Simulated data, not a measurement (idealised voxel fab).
process module | voxel tone inversion
Shown is cross-section cut, with a width of 220 nm and square cells of size 5 nm.
When this document writes out a cross-section, it uses a grid of square cells and lists it as bands, beginning at the top and moving down, with a band standing for one or more rows of cells.
In this notation a band is specified by the heights of its top and bottom, in that order and in nm, after which its materials appear from left to right, each paired with its width in nm. The word "throughout" attached to a single material means that material fills the band from edge to edge; the word "blank" stands for empty space.
Basically, 0 is our baseline, since under it the wafer straight out of the box is all one material. The bottom band has no lower end and keeps on going down, so it looks like "0 and below".
Width spec "30..40" -> top row of cells at first value, bottom row at second value, equal per-row change in between.
"no alteration", as given for a step, is the statement that not any cell of the cross-section underwent a change during that step.
"Voids, fully enclosed" means: voids of 8 cells or more that are shut off from the top with no open way through. Written width x height at distance, distance from the left edge, in nm.
Past the settings on a step's line: simulator remark, on that step.
"overlay nm", when on a step's line for a step with a mask, measures how far to the right of its planned place the mask lay; a negative measure means to the left.

Below is the list of planned process steps
step 1: RECEIVE | material Si
step 2: CONFORMAL_DEP | material SiN | thk nm 10
step 3: DIRECTIONAL_DEP | material polySi | thk nm 15
step 4: PATTERN | tone cover | mask id POSTS | material resist | width nm 25 | pitch nm 40 | thk nm 20 | overlay nm 0
step 5: DIRECTIONAL_ETCH | etch materials polySi | depth nm 15
step 6: STRIP | etch materials resist
step 7: FILL_DEP | material SiO2 | thk nm 10
step 8: CMP | height nm 25
step 9: STRIP | etch materials polySi

This is the cross-section of the wafer as we received it, i.e. after step 1
    0 and below = Si throughout
    Voids, fully enclosed: none

Cross-section: first of two wafers, module finished, run according to plan
    25 down to 10 = SiO2 55 nm; blank 25 nm; SiO2 15 nm; blank 25 nm; SiO2 15 nm; blank 25 nm; SiO2 60 nm
    10 down to 0 = SiN throughout
    0 and below = Si throughout
    Voids, fully enclosed: none

Same start, same plan as the first wafer - but one mistake in the run. Cross-section of the second of the two at the end of the module
    25 down to 10 = SiO2 throughout
    10 down to 0 = SiN throughout
    0 and below = Si throughout
    Voids, fully enclosed: none
Want to know what went wrong? step 3 went in with a setting other than planned; the actual run was DIRECTIONAL_DEP | material SiO2 | thk nm 15
End of process, cell counts, second wafer against first, materials with more or fewer: SiO2 +45
